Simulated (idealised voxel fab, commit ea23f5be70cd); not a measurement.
process module | voxel transistor to metal
cross-section cut | 295 nm wide | cells 5 nm
A cross-section is a grid of square cells, given in bands from the top down. A band is one or more rows of cells.
Each band's line starts with the height of the band's top and of its bottom, in nm. Then come its materials from left to right, each with its width in nm. One material with "throughout" fills the band from edge to edge. "air" is empty space.
Height 0 is the level under which the wafer as received is all one material. The lowest band goes on downwards, as in "0 down".
A width such as "30 to 40" changes by the same amount from each row of cells to the next, from the band's top row to its bottom row.
"no change" after a step means that no cell of the cross-section changed.
closed voids: empty space of 8 cells or more with no open way to the top, each as width x height at its distance from the left edge, in nm
after a step's settings: what the simulator itself notes on the step
overlay nm, on a step with a mask: how far to the right of its planned place the mask lay; to the left if negative
Each pair below shows a cross-section before one step and the cross-section after it, down to the lowest band that changed. The line under each pair gives the step between them, with its settings. The pairs can come from different runs of this module on the same starting wafer, so a pair continues from the pair above only where its "before" says so.
before
  0 down: Si throughout
  closed voids: none
after
  0 to -5: SiO2 throughout
  below -5: unchanged
  closed voids: none
the step between: op OXIDIZE | depth nm 5
before: the cross-section after the pair above
after
  10 to 0: SiN throughout
  below 0: unchanged
  closed voids: none
the step between: op CONFORMAL_DEP | material SiN | thk nm 10
before: the cross-section after the pair above
after
  25 to 10: air 25 | resist 110 | air 20 | resist 110 | air 30
  below 10: unchanged
  closed voids: none
the step between: op PATTERN | tone cover | mask id ACTIVE | material resist | width nm 110 | pitch nm 130 | thk nm 15 | overlay nm 0
before: the cross-section after the pair above
after
  25 to 10: air 25 | resist 110 | air 20 | resist 110 | air 30
  10 to 0: air 25 | SiN 110 | air 20 | SiN 110 | air 30
  below 0: unchanged
  closed voids: none
the step between: op DIRECTIONAL_ETCH | etch materials SiN | depth nm 10
before: the cross-section after the pair above
after
  25 to 10: air 25 | resist 110 | air 20 | resist 110 | air 30
  10 to 0: air 25 | SiN 110 | air 20 | SiN 110 | air 30
  0 to -5: air 25 | SiO2 110 | air 20 | SiO2 110 | air 30
  below -5: unchanged
  closed voids: none
the step between: op DIRECTIONAL_ETCH | etch materials SiO2 | depth nm 5
before: the cross-section after the pair above
after
  25 to 10: air 25 | resist 110 | air 20 | resist 110 | air 30
  10 to 0: air 25 | SiN 110 | air 20 | SiN 110 | air 30
  0 to -5: air 25 | SiO2 110 | air 20 | SiO2 110 | air 30
  -5 to -40: air 25 | Si 110 | air 20 | Si 110 | air 30
  below -40: unchanged
  closed voids: none
the step between: op DIRECTIONAL_ETCH | etch materials Si | depth nm 35
before: the cross-section after the pair above
after
  10 to 0: air 25 | SiN 110 | air 20 | SiN 110 | air 30
  below 0: unchanged
  closed voids: none
the step between: op STRIP | etch materials resist
before: the cross-section after the pair above
after
  15 to 10: SiO2 throughout
  10 to 0: SiO2 25 | SiN 110 | SiO2 20 | SiN 110 | SiO2 30
  0 to -5: SiO2 throughout
  -5 to -40: SiO2 25 | Si 110 | SiO2 20 | Si 110 | SiO2 30
  below -40: unchanged
  closed voids: none
the step between: op FILL_DEP | material SiO2 | thk nm 5
before: the cross-section after the pair above
after
  10 to 0: SiO2 25 | SiN 110 | SiO2 20 | SiN 110 | SiO2 30
  below 0: unchanged
  closed voids: none
the step between: op CMP | height nm 10
before: the cross-section after the pair above
after
  10 to 0: air 25 | SiN 110 | air 20 | SiN 110 | air 30
  below 0: unchanged
  closed voids: none
the step between: op SELECTIVE_ETCH | etch materials SiO2 | depth nm 10
before: the cross-section after the pair above
after
  0 to -5: SiO2 throughout
  below -5: unchanged
  closed voids: none
the step between: op STRIP | etch materials SiN
before: the cross-section after the pair above
after
  -5 to -40: SiO2 25 | Si 110 | SiO2 20 | Si 110 | SiO2 30
  below -40: unchanged
  closed voids: none
the step between: op SELECTIVE_ETCH | etch materials SiO2 | depth nm 5
before: the cross-section after the pair above
after
  -5 to -10: SiO2 throughout
  below -10: unchanged
  closed voids: none
the step between: op OXIDIZE | depth nm 5
before: the cross-section after the pair above
after
  20 to -5: polySi throughout
  below -5: unchanged
  closed voids: none
the step between: op DIRECTIONAL_DEP | material polySi | thk nm 25
before: the cross-section after the pair above
after
  30 to 20: SiCN throughout
  below 20: unchanged
  closed voids: none
the step between: op DIRECTIONAL_DEP | material SiCN | thk nm 10
before: the cross-section after the pair above
after
  30 to 20: air 65 | SiCN 30 | air 100 | SiCN 30 | air 70
  below 20: unchanged
  closed voids: none
the step between: op MASKED_ETCH | tone cover | mask id GATE | width nm 30 | pitch nm 130 | etch materials SiCN | depth nm 20 | overlay nm 0
before: the cross-section after the pair above
after
  30 to 20: air 65 | SiCN 30 | air 100 | SiCN 30 | air 70
  20 to -5: air 65 | polySi 30 | air 100 | polySi 30 | air 70
  below -5: unchanged
  closed voids: none
the step between: op MASKED_ETCH | tone cover | mask id GATE | width nm 30 | pitch nm 130 | etch materials polySi | depth nm 35 | overlay nm 0
before: the cross-section after the pair above
after
  35 to 30: air 60 | SiN 40 | air 90 | SiN 40 | air 65
  30 to 20: air 60 | SiN 5 | SiCN 30 | SiN 5 | air 90 | SiN 5 | SiCN 30 | SiN 5 | air 65
  20 to 0: air 60 | SiN 5 | polySi 30 | SiN 5 | air 90 | SiN 5 | polySi 30 | SiN 5 | air 65
  0 to -5: SiN 65 | polySi 30 | SiN 100 | polySi 30 | SiN 70
  below -5: unchanged
  closed voids: none
the step between: op CONFORMAL_DEP | material SiN | thk nm 5
before: the cross-section after the pair above
after
  30 to 20: air 60 | SiN 5 | SiCN 30 | SiN 5 | air 90 | SiN 5 | SiCN 30 | SiN 5 | air 65
  20 to -5: air 60 | SiN 5 | polySi 30 | SiN 5 | air 90 | SiN 5 | polySi 30 | SiN 5 | air 65
  below -5: unchanged
  closed voids: none
the step between: op DIRECTIONAL_ETCH | etch materials SiN | depth nm 5
before: the cross-section after the pair above
after
  30 to 20: air 60 | SiN 5 | SiCN 30 | SiN 5 | air 90 | SiN 5 | SiCN 30 | SiN 5 | air 65
  20 to -5: air 60 | SiN 5 | polySi 30 | SiN 5 | air 90 | SiN 5 | polySi 30 | SiN 5 | air 65
  -5 to -10: air 60 | SiO2 40 | air 90 | SiO2 40 | air 65
  below -10: unchanged
  closed voids: none
the step between: op DIRECTIONAL_ETCH | etch materials SiO2 | depth nm 5
before: the cross-section after the pair above
after
  30 to 20: air 60 | SiN 5 | SiCN 30 | SiN 5 | air 90 | SiN 5 | SiCN 30 | SiN 5 | air 65
  20 to -5: air 60 | SiN 5 | polySi 30 | SiN 5 | air 90 | SiN 5 | polySi 30 | SiN 5 | air 65
  -5 to -10: air 60 | SiO2 40 | air 90 | SiO2 40 | air 65
  -10 to -25: SiO2 25 | air 35 | Si 40 | air 35 | SiO2 20 | air 35 | Si 40 | air 35 | SiO2 30
  below -25: unchanged
  closed voids: none
the step between: op DIRECTIONAL_ETCH | etch materials Si | depth nm 15
before: the cross-section after the pair above
after
  30 to 20: air 60 | SiN 5 | SiCN 30 | SiN 5 | air 90 | SiN 5 | SiCN 30 | SiN 5 | air 65
  20 to 5: air 60 | SiN 5 | polySi 30 | SiN 5 | air 90 | SiN 5 | polySi 30 | SiN 5 | air 65
  5 to -5: air 45 | nSi 15 | SiN 5 | polySi 30 | SiN 5 | nSi 15 | air 60 | nSi 15 | SiN 5 | polySi 30 | SiN 5 | nSi 15 | air 50
  -5 to -10: air 45 | nSi 15 | SiO2 40 | nSi 15 | air 60 | nSi 15 | SiO2 40 | nSi 15 | air 50
  -10 to -25: SiO2 25 | nSi 35 | Si 40 | nSi 35 | SiO2 20 | nSi 35 | Si 40 | nSi 35 | SiO2 30
  below -25: unchanged
  closed voids: none
the step between: op EPI | material nSi | thk nm 15
before: the cross-section after the pair above
after
  40 to 30: SiO2 throughout
  30 to 20: SiO2 60 | SiN 5 | SiCN 30 | SiN 5 | SiO2 90 | SiN 5 | SiCN 30 | SiN 5 | SiO2 65
  20 to 5: SiO2 60 | SiN 5 | polySi 30 | SiN 5 | SiO2 90 | SiN 5 | polySi 30 | SiN 5 | SiO2 65
  5 to -5: SiO2 45 | nSi 15 | SiN 5 | polySi 30 | SiN 5 | nSi 15 | SiO2 60 | nSi 15 | SiN 5 | polySi 30 | SiN 5 | nSi 15 | SiO2 50
  -5 to -10: SiO2 45 | nSi 15 | SiO2 40 | nSi 15 | SiO2 60 | nSi 15 | SiO2 40 | nSi 15 | SiO2 50
  below -10: unchanged
  closed voids: none
the step between: op FILL_DEP | material SiO2 | thk nm 10
before: the cross-section after the pair above
after
  20 to 5: SiO2 60 | SiN 5 | polySi 30 | SiN 5 | SiO2 90 | SiN 5 | polySi 30 | SiN 5 | SiO2 65
  below 5: unchanged
  closed voids: none
the step between: op CMP | height nm 20
before: the cross-section after the pair above
after
  20 to 5: SiO2 60 | SiN 5 | air 30 | SiN 5 | SiO2 90 | SiN 5 | air 30 | SiN 5 | SiO2 65
  5 to -5: SiO2 45 | nSi 15 | SiN 5 | air 30 | SiN 5 | nSi 15 | SiO2 60 | nSi 15 | SiN 5 | air 30 | SiN 5 | nSi 15 | SiO2 50
  below -5: unchanged
  closed voids: none
the step between: op STRIP | etch materials polySi
before: the cross-section after the pair above
after
  20 to 15: air 60 | SiN 5 | air 30 | SiN 5 | air 90 | SiN 5 | air 30 | SiN 5 | air 65
  15 to 5: SiO2 60 | SiN 5 | air 30 | SiN 5 | SiO2 90 | SiN 5 | air 30 | SiN 5 | SiO2 65
  5 to -5: SiO2 45 | nSi 15 | SiN 5 | air 30 | SiN 5 | nSi 15 | SiO2 60 | nSi 15 | SiN 5 | air 30 | SiN 5 | nSi 15 | SiO2 50
  -5 to -10: SiO2 45 | nSi 15 | air 40 | nSi 15 | SiO2 60 | nSi 15 | air 40 | nSi 15 | SiO2 50
  below -10: unchanged
  closed voids: none
the step between: op SELECTIVE_ETCH | etch materials SiO2 | depth nm 5
before: the cross-section after the pair above
after
  25 to 20: air 55 | HfO2 15 | air 20 | HfO2 15 | air 80 | HfO2 15 | air 20 | HfO2 15 | air 60
  20 to 15: HfO2 60 | SiN 5 | HfO2 5 | air 20 | HfO2 5 | SiN 5 | HfO2 90 | SiN 5 | HfO2 5 | air 20 | HfO2 5 | SiN 5 | HfO2 65
  15 to 5: SiO2 60 | SiN 5 | HfO2 5 | air 20 | HfO2 5 | SiN 5 | SiO2 90 | SiN 5 | HfO2 5 | air 20 | HfO2 5 | SiN 5 | SiO2 65
  5 to -5: SiO2 45 | nSi 15 | SiN 5 | HfO2 5 | air 20 | HfO2 5 | SiN 5 | nSi 15 | SiO2 60 | nSi 15 | SiN 5 | HfO2 5 | air 20 | HfO2 5 | SiN 5 | nSi 15 | SiO2 50
  -5 to -10: SiO2 45 | nSi 15 | HfO2 40 | nSi 15 | SiO2 60 | nSi 15 | HfO2 40 | nSi 15 | SiO2 50
  below -10: unchanged
  closed voids: none
the step between: op CONFORMAL_DEP | material HfO2 | thk nm 5
before: the cross-section after the pair above
after
  30 to 25: air 50 | TiN 25 | air 10 | TiN 25 | air 70 | TiN 25 | air 10 | TiN 25 | air 55
  25 to 20: TiN 55 | HfO2 15 | TiN 5 | air 10 | TiN 5 | HfO2 15 | TiN 80 | HfO2 15 | TiN 5 | air 10 | TiN 5 | HfO2 15 | TiN 60
  20 to 15: HfO2 60 | SiN 5 | HfO2 5 | TiN 5 | air 10 | TiN 5 | HfO2 5 | SiN 5 | HfO2 90 | SiN 5 | HfO2 5 | TiN 5 | air 10 | TiN 5 | HfO2 5 | SiN 5 | HfO2 65
  15 to 5: SiO2 60 | SiN 5 | HfO2 5 | TiN 5 | air 10 | TiN 5 | HfO2 5 | SiN 5 | SiO2 90 | SiN 5 | HfO2 5 | TiN 5 | air 10 | TiN 5 | HfO2 5 | SiN 5 | SiO2 65
  5 to 0: SiO2 45 | nSi 15 | SiN 5 | HfO2 5 | TiN 5 | air 10 | TiN 5 | HfO2 5 | SiN 5 | nSi 15 | SiO2 60 | nSi 15 | SiN 5 | HfO2 5 | TiN 5 | air 10 | TiN 5 | HfO2 5 | SiN 5 | nSi 15 | SiO2 50
  0 to -5: SiO2 45 | nSi 15 | SiN 5 | HfO2 5 | TiN 20 | HfO2 5 | SiN 5 | nSi 15 | SiO2 60 | nSi 15 | SiN 5 | HfO2 5 | TiN 20 | HfO2 5 | SiN 5 | nSi 15 | SiO2 50
  below -5: unchanged
  closed voids: none
the step between: op CONFORMAL_DEP | material TiN | thk nm 5
before: the cross-section after the pair above
after
  35 to 30: W throughout
  30 to 25: W 50 | TiN 25 | W 10 | TiN 25 | W 70 | TiN 25 | W 10 | TiN 25 | W 55
  25 to 20: TiN 55 | HfO2 15 | TiN 5 | W 10 | TiN 5 | HfO2 15 | TiN 80 | HfO2 15 | TiN 5 | W 10 | TiN 5 | HfO2 15 | TiN 60
  20 to 15: HfO2 60 | SiN 5 | HfO2 5 | TiN 5 | W 10 | TiN 5 | HfO2 5 | SiN 5 | HfO2 90 | SiN 5 | HfO2 5 | TiN 5 | W 10 | TiN 5 | HfO2 5 | SiN 5 | HfO2 65
  15 to 5: SiO2 60 | SiN 5 | HfO2 5 | TiN 5 | W 10 | TiN 5 | HfO2 5 | SiN 5 | SiO2 90 | SiN 5 | HfO2 5 | TiN 5 | W 10 | TiN 5 | HfO2 5 | SiN 5 | SiO2 65
  5 to 0: SiO2 45 | nSi 15 | SiN 5 | HfO2 5 | TiN 5 | W 10 | TiN 5 | HfO2 5 | SiN 5 | nSi 15 | SiO2 60 | nSi 15 | SiN 5 | HfO2 5 | TiN 5 | W 10 | TiN 5 | HfO2 5 | SiN 5 | nSi 15 | SiO2 50
  below 0: unchanged
  closed voids: none
the step between: op FILL_DEP | material W | thk nm 5
before: the cross-section after the pair above
after
  15 to 5: SiO2 60 | SiN 5 | HfO2 5 | TiN 5 | W 10 | TiN 5 | HfO2 5 | SiN 5 | SiO2 90 | SiN 5 | HfO2 5 | TiN 5 | W 10 | TiN 5 | HfO2 5 | SiN 5 | SiO2 65
  below 5: unchanged
  closed voids: none
the step between: op CMP | height nm 15
before: the cross-section after the pair above
after
  30 to 15: SiO2 throughout
  below 15: unchanged
  closed voids: none
the step between: op DIRECTIONAL_DEP | material SiO2 | thk nm 15
before: the cross-section after the pair above
after
  50 to 30: resist 35 | air 15 | resist 60 | air 15 | resist 40 | air 15 | resist 60 | air 15 | resist 40
  below 30: unchanged
  closed voids: none
the step between: op PATTERN | tone open | mask id CONTACT | material resist | width nm 15 | thk nm 20 | overlay nm 0
before: the cross-section after the pair above
after
  50 to 30: resist 35 | air 15 | resist 60 | air 15 | resist 40 | air 15 | resist 60 | air 15 | resist 40
  30 to 15: SiO2 35 | air 15 | SiO2 60 | air 15 | SiO2 40 | air 15 | SiO2 60 | air 15 | SiO2 40
  15 to 5: SiO2 35 | air 15 | SiO2 10 | SiN 5 | HfO2 5 | TiN 5 | W 10 | TiN 5 | HfO2 5 | SiN 5 | SiO2 10 | air 15 | SiO2 40 | air 15 | SiO2 10 | SiN 5 | HfO2 5 | TiN 5 | W 10 | TiN 5 | HfO2 5 | SiN 5 | SiO2 10 | air 15 | SiO2 40
  5 to 0: SiO2 35 | air 10 | nSi 15 | SiN 5 | HfO2 5 | TiN 5 | W 10 | TiN 5 | HfO2 5 | SiN 5 | nSi 15 | air 10 | SiO2 40 | air 10 | nSi 15 | SiN 5 | HfO2 5 | TiN 5 | W 10 | TiN 5 | HfO2 5 | SiN 5 | nSi 15 | air 10 | SiO2 40
  0 to -5: SiO2 35 | air 10 | nSi 15 | SiN 5 | HfO2 5 | TiN 20 | HfO2 5 | SiN 5 | nSi 15 | air 10 | SiO2 40 | air 10 | nSi 15 | SiN 5 | HfO2 5 | TiN 20 | HfO2 5 | SiN 5 | nSi 15 | air 10 | SiO2 40
  -5 to -10: SiO2 35 | air 10 | nSi 15 | HfO2 40 | nSi 15 | air 10 | SiO2 40 | air 10 | nSi 15 | HfO2 40 | nSi 15 | air 10 | SiO2 40
  below -10: unchanged
  closed voids: none
the step between: op DIRECTIONAL_ETCH | etch materials SiO2 | depth nm 40
before: the cross-section after the pair above
after
  30 to 15: SiO2 35 | air 15 | SiO2 60 | air 15 | SiO2 40 | air 15 | SiO2 60 | air 15 | SiO2 40
  below 15: unchanged
  closed voids: none
the step between: op STRIP | etch materials resist
before: the cross-section after the pair above
after
  35 to 30: TiN 40 | air 5 | TiN 70 | air 5 | TiN 50 | air 5 | TiN 70 | air 5 | TiN 45
  30 to 15: SiO2 35 | TiN 5 | air 5 | TiN 5 | SiO2 60 | TiN 5 | air 5 | TiN 5 | SiO2 40 | TiN 5 | air 5 | TiN 5 | SiO2 60 | TiN 5 | air 5 | TiN 5 | SiO2 40
  15 to 10: SiO2 35 | TiN 5 | air 5 | TiN 5 | SiO2 10 | SiN 5 | HfO2 5 | TiN 5 | W 10 | TiN 5 | HfO2 5 | SiN 5 | SiO2 10 | TiN 5 | air 5 | TiN 5 | SiO2 40 | TiN 5 | air 5 | TiN 5 | SiO2 10 | SiN 5 | HfO2 5 | TiN 5 | W 10 | TiN 5 | HfO2 5 | SiN 5 | SiO2 10 | TiN 5 | air 5 | TiN 5 | SiO2 40
  10 to 5: SiO2 35 | TiN 15 | SiO2 10 | SiN 5 | HfO2 5 | TiN 5 | W 10 | TiN 5 | HfO2 5 | SiN 5 | SiO2 10 | TiN 15 | SiO2 40 | TiN 15 | SiO2 10 | SiN 5 | HfO2 5 | TiN 5 | W 10 | TiN 5 | HfO2 5 | SiN 5 | SiO2 10 | TiN 15 | SiO2 40
  5 to 0: SiO2 35 | TiN 10 | nSi 15 | SiN 5 | HfO2 5 | TiN 5 | W 10 | TiN 5 | HfO2 5 | SiN 5 | nSi 15 | TiN 10 | SiO2 40 | TiN 10 | nSi 15 | SiN 5 | HfO2 5 | TiN 5 | W 10 | TiN 5 | HfO2 5 | SiN 5 | nSi 15 | TiN 10 | SiO2 40
  0 to -5: SiO2 35 | TiN 10 | nSi 15 | SiN 5 | HfO2 5 | TiN 20 | HfO2 5 | SiN 5 | nSi 15 | TiN 10 | SiO2 40 | TiN 10 | nSi 15 | SiN 5 | HfO2 5 | TiN 20 | HfO2 5 | SiN 5 | nSi 15 | TiN 10 | SiO2 40
  -5 to -10: SiO2 35 | TiN 10 | nSi 15 | HfO2 40 | nSi 15 | TiN 10 | SiO2 40 | TiN 10 | nSi 15 | HfO2 40 | nSi 15 | TiN 10 | SiO2 40
  below -10: unchanged
  closed voids: none
the step between: op CONFORMAL_DEP | material TiN | thk nm 5
before: the cross-section after the pair above
after
  45 to 35: Ru throughout
  35 to 30: TiN 40 | Ru 5 | TiN 70 | Ru 5 | TiN 50 | Ru 5 | TiN 70 | Ru 5 | TiN 45
  30 to 15: SiO2 35 | TiN 5 | Ru 5 | TiN 5 | SiO2 60 | TiN 5 | Ru 5 | TiN 5 | SiO2 40 | TiN 5 | Ru 5 | TiN 5 | SiO2 60 | TiN 5 | Ru 5 | TiN 5 | SiO2 40
  15 to 10: SiO2 35 | TiN 5 | Ru 5 | TiN 5 | SiO2 10 | SiN 5 | HfO2 5 | TiN 5 | W 10 | TiN 5 | HfO2 5 | SiN 5 | SiO2 10 | TiN 5 | Ru 5 | TiN 5 | SiO2 40 | TiN 5 | Ru 5 | TiN 5 | SiO2 10 | SiN 5 | HfO2 5 | TiN 5 | W 10 | TiN 5 | HfO2 5 | SiN 5 | SiO2 10 | TiN 5 | Ru 5 | TiN 5 | SiO2 40
  below 10: unchanged
  closed voids: none
the step between: op FILL_DEP | material Ru | thk nm 10
before: the cross-section after the pair above
after
  30 to 15: SiO2 35 | TiN 5 | Ru 5 | TiN 5 | SiO2 60 | TiN 5 | Ru 5 | TiN 5 | SiO2 40 | TiN 5 | Ru 5 | TiN 5 | SiO2 60 | TiN 5 | Ru 5 | TiN 5 | SiO2 40
  below 15: unchanged
  closed voids: none
the step between: op CMP | height nm 30
before: the cross-section after the pair above
after
  35 to 30: TiN throughout
  below 30: unchanged
  closed voids: none
the step between: op DIRECTIONAL_DEP | material TiN | thk nm 5
before: the cross-section after the pair above
after
  50 to 35: W throughout
  below 35: unchanged
  closed voids: none
the step between: op DIRECTIONAL_DEP | material W | thk nm 15
before: the cross-section after the pair above
after
  70 to 50: air 35 | resist 15 | air 60 | resist 15 | air 40 | resist 15 | air 60 | resist 15 | air 40
  below 50: unchanged
  closed voids: none
the step between: op PATTERN | tone cover | mask id METAL_1 | material resist | width nm 15 | thk nm 20 | overlay nm 0
before: the cross-section after the pair above
after
  70 to 50: air 35 | resist 15 | air 60 | resist 15 | air 40 | resist 15 | air 60 | resist 15 | air 40
  50 to 35: air 35 | W 15 | air 60 | W 15 | air 40 | W 15 | air 60 | W 15 | air 40
  below 35: unchanged
  closed voids: none
the step between: op DIRECTIONAL_ETCH | etch materials W | depth nm 15
before: the cross-section after the pair above
after
  70 to 50: air 35 | resist 15 | air 60 | resist 15 | air 40 | resist 15 | air 60 | resist 15 | air 40
  50 to 35: air 35 | W 15 | air 60 | W 15 | air 40 | W 15 | air 60 | W 15 | air 40
  35 to 30: air 35 | TiN 15 | air 60 | TiN 15 | air 40 | TiN 15 | air 60 | TiN 15 | air 40
  below 30: unchanged
  closed voids: none
the step between: op DIRECTIONAL_ETCH | etch materials TiN | depth nm 5
before: the cross-section after the pair above
after
  50 to 35: air 35 | W 15 | air 60 | W 15 | air 40 | W 15 | air 60 | W 15 | air 40
  below 35: unchanged
  closed voids: none
the step between: op STRIP | etch materials resist
before: the cross-section after the pair above
after
  55 to 50: air 30 | SiCN 25 | air 50 | SiCN 25 | air 30 | SiCN 25 | air 50 | SiCN 25 | air 35
  50 to 35: air 30 | SiCN 5 | W 15 | SiCN 5 | air 50 | SiCN 5 | W 15 | SiCN 5 | air 30 | SiCN 5 | W 15 | SiCN 5 | air 50 | SiCN 5 | W 15 | SiCN 5 | air 35
  35 to 30: SiCN 35 | TiN 15 | SiCN 60 | TiN 15 | SiCN 40 | TiN 15 | SiCN 60 | TiN 15 | SiCN 40
  below 30: unchanged
  closed voids: none
the step between: op CONFORMAL_DEP | material SiCN | thk nm 5
before: the cross-section after the pair above
after
  65 to 55: lowk throughout
  55 to 50: lowk 30 | SiCN 25 | lowk 50 | SiCN 25 | lowk 30 | SiCN 25 | lowk 50 | SiCN 25 | lowk 35
  50 to 35: lowk 30 | SiCN 5 | W 15 | SiCN 5 | lowk 50 | SiCN 5 | W 15 | SiCN 5 | lowk 30 | SiCN 5 | W 15 | SiCN 5 | lowk 50 | SiCN 5 | W 15 | SiCN 5 | lowk 35
  below 35: unchanged
  closed voids: none
the step between: op FILL_DEP | material lowk | thk nm 10
before: the cross-section after the pair above
after
  50 to 35: lowk 30 | SiCN 5 | W 15 | SiCN 5 | lowk 50 | SiCN 5 | W 15 | SiCN 5 | lowk 30 | SiCN 5 | W 15 | SiCN 5 | lowk 50 | SiCN 5 | W 15 | SiCN 5 | lowk 35
  below 35: unchanged
  closed voids: none
the step between: op CMP | height nm 50
before: the cross-section after the pair above
after
  55 to 50: SiCN throughout
  below 50: unchanged
  closed voids: none
the step between: op CONFORMAL_DEP | material SiCN | thk nm 5
before
  65 to 55: lowk throughout
  55 to 50: lowk 30 | SiCN 25 | lowk 50 | SiCN 25 | lowk 30 | SiCN 25 | lowk 50 | SiCN 25 | lowk 35
  50 to 35: lowk 30 | SiCN 5 | W 15 | SiCN 5 | lowk 50 | SiCN 5 | W 15 | SiCN 5 | lowk 30 | SiCN 5 | W 15 | SiCN 5 | lowk 50 | SiCN 5 | W 15 | SiCN 5 | lowk 35
  35 to 30: SiCN 35 | TiN 15 | SiCN 60 | TiN 15 | SiCN 40 | TiN 15 | SiCN 60 | TiN 15 | SiCN 40
  30 to 15: SiO2 35 | TiN 5 | Ru 5 | TiN 5 | SiO2 60 | TiN 5 | Ru 5 | TiN 5 | SiO2 40 | TiN 5 | Ru 5 | TiN 5 | SiO2 60 | TiN 5 | Ru 5 | TiN 5 | SiO2 40
  15 to 10: SiO2 35 | TiN 5 | Ru 5 | TiN 5 | SiO2 10 | SiN 5 | HfO2 5 | TiN 5 | W 10 | TiN 5 | HfO2 5 | SiN 5 | SiO2 10 | TiN 5 | Ru 5 | TiN 5 | SiO2 40 | TiN 5 | Ru 5 | TiN 5 | SiO2 10 | SiN 5 | HfO2 5 | TiN 5 | W 10 | TiN 5 | HfO2 5 | SiN 5 | SiO2 10 | TiN 5 | Ru 5 | TiN 5 | SiO2 40
  10 to 5: SiO2 35 | TiN 15 | SiO2 10 | SiN 5 | HfO2 5 | TiN 5 | W 10 | TiN 5 | HfO2 5 | SiN 5 | SiO2 10 | TiN 15 | SiO2 40 | TiN 15 | SiO2 10 | SiN 5 | HfO2 5 | TiN 5 | W 10 | TiN 5 | HfO2 5 | SiN 5 | SiO2 10 | TiN 15 | SiO2 40
  5 to 0: SiO2 35 | TiN 10 | nSi 15 | SiN 5 | HfO2 5 | TiN 5 | W 10 | TiN 5 | HfO2 5 | SiN 5 | nSi 15 | TiN 10 | SiO2 40 | TiN 10 | nSi 15 | SiN 5 | HfO2 5 | TiN 5 | W 10 | TiN 5 | HfO2 5 | SiN 5 | nSi 15 | TiN 10 | SiO2 40
  0 to -5: SiO2 35 | TiN 10 | nSi 15 | SiN 5 | HfO2 5 | TiN 20 | HfO2 5 | SiN 5 | nSi 15 | TiN 10 | SiO2 40 | TiN 10 | nSi 15 | SiN 5 | HfO2 5 | TiN 20 | HfO2 5 | SiN 5 | nSi 15 | TiN 10 | SiO2 40
  -5 to -10: SiO2 35 | TiN 10 | nSi 15 | HfO2 40 | nSi 15 | TiN 10 | SiO2 40 | TiN 10 | nSi 15 | HfO2 40 | nSi 15 | TiN 10 | SiO2 40
  -10 to -25: SiO2 25 | nSi 35 | Si 40 | nSi 35 | SiO2 20 | nSi 35 | Si 40 | nSi 35 | SiO2 30
  -25 to -40: SiO2 25 | Si 110 | SiO2 20 | Si 110 | SiO2 30
  -40 down: Si throughout
  closed voids: none
after
  70 to 65: SiCN throughout
  below 65: unchanged
  closed voids: none
the step between: op CONFORMAL_DEP | material SiCN | thk nm 5
before
  30 to 15: SiO2 throughout
  15 to 5: SiO2 60 | SiN 5 | HfO2 5 | TiN 5 | W 10 | TiN 5 | HfO2 5 | SiN 5 | SiO2 90 | SiN 5 | HfO2 5 | TiN 5 | W 10 | TiN 5 | HfO2 5 | SiN 5 | SiO2 65
  5 to 0: SiO2 45 | nSi 15 | SiN 5 | HfO2 5 | TiN 5 | W 10 | TiN 5 | HfO2 5 | SiN 5 | nSi 15 | SiO2 60 | nSi 15 | SiN 5 | HfO2 5 | TiN 5 | W 10 | TiN 5 | HfO2 5 | SiN 5 | nSi 15 | SiO2 50
  0 to -5: SiO2 45 | nSi 15 | SiN 5 | HfO2 5 | TiN 20 | HfO2 5 | SiN 5 | nSi 15 | SiO2 60 | nSi 15 | SiN 5 | HfO2 5 | TiN 20 | HfO2 5 | SiN 5 | nSi 15 | SiO2 50
  -5 to -10: SiO2 45 | nSi 15 | HfO2 40 | nSi 15 | SiO2 60 | nSi 15 | HfO2 40 | nSi 15 | SiO2 50
  -10 to -25: SiO2 25 | nSi 35 | Si 40 | nSi 35 | SiO2 20 | nSi 35 | Si 40 | nSi 35 | SiO2 30
  -25 to -40: SiO2 25 | Si 110 | SiO2 20 | Si 110 | SiO2 30
  -40 down: Si throughout
  closed voids: none
after
  45 to 15: SiO2 throughout
  below 15: unchanged
  closed voids: none
the step between: op DIRECTIONAL_DEP | material SiO2 | thk nm 15
before: the cross-section after the pair above
after
  65 to 45: resist 35 | air 15 | resist 60 | air 15 | resist 40 | air 15 | resist 60 | air 15 | resist 40
  below 45: unchanged
  closed voids: none
the step between: op PATTERN | tone open | mask id CONTACT | material resist | width nm 15 | thk nm 20 | overlay nm 0
before: the cross-section after the pair above
after
  65 to 45: resist 35 | air 15 | resist 60 | air 15 | resist 40 | air 15 | resist 60 | air 15 | resist 40
  45 to 15: SiO2 35 | air 15 | SiO2 60 | air 15 | SiO2 40 | air 15 | SiO2 60 | air 15 | SiO2 40
  15 to 5: SiO2 35 | air 15 | SiO2 10 | SiN 5 | HfO2 5 | TiN 5 | W 10 | TiN 5 | HfO2 5 | SiN 5 | SiO2 10 | air 15 | SiO2 40 | air 15 | SiO2 10 | SiN 5 | HfO2 5 | TiN 5 | W 10 | TiN 5 | HfO2 5 | SiN 5 | SiO2 10 | air 15 | SiO2 40
  below 5: unchanged
  closed voids: none
the step between: op DIRECTIONAL_ETCH | etch materials SiO2 | depth nm 40
before: the cross-section after the pair above
after
  45 to 15: SiO2 35 | air 15 | SiO2 60 | air 15 | SiO2 40 | air 15 | SiO2 60 | air 15 | SiO2 40
  below 15: unchanged
  closed voids: none
the step between: op STRIP | etch materials resist
before: the cross-section after the pair above
after
  50 to 45: TiN 40 | air 5 | TiN 70 | air 5 | TiN 50 | air 5 | TiN 70 | air 5 | TiN 45
  45 to 15: SiO2 35 | TiN 5 | air 5 | TiN 5 | SiO2 60 | TiN 5 | air 5 | TiN 5 | SiO2 40 | TiN 5 | air 5 | TiN 5 | SiO2 60 | TiN 5 | air 5 | TiN 5 | SiO2 40
  15 to 10: SiO2 35 | TiN 5 | air 5 | TiN 5 | SiO2 10 | SiN 5 | HfO2 5 | TiN 5 | W 10 | TiN 5 | HfO2 5 | SiN 5 | SiO2 10 | TiN 5 | air 5 | TiN 5 | SiO2 40 | TiN 5 | air 5 | TiN 5 | SiO2 10 | SiN 5 | HfO2 5 | TiN 5 | W 10 | TiN 5 | HfO2 5 | SiN 5 | SiO2 10 | TiN 5 | air 5 | TiN 5 | SiO2 40
  10 to 5: SiO2 35 | TiN 15 | SiO2 10 | SiN 5 | HfO2 5 | TiN 5 | W 10 | TiN 5 | HfO2 5 | SiN 5 | SiO2 10 | TiN 15 | SiO2 40 | TiN 15 | SiO2 10 | SiN 5 | HfO2 5 | TiN 5 | W 10 | TiN 5 | HfO2 5 | SiN 5 | SiO2 10 | TiN 15 | SiO2 40
  below 5: unchanged
  closed voids: none
the step between: op CONFORMAL_DEP | material TiN | thk nm 5
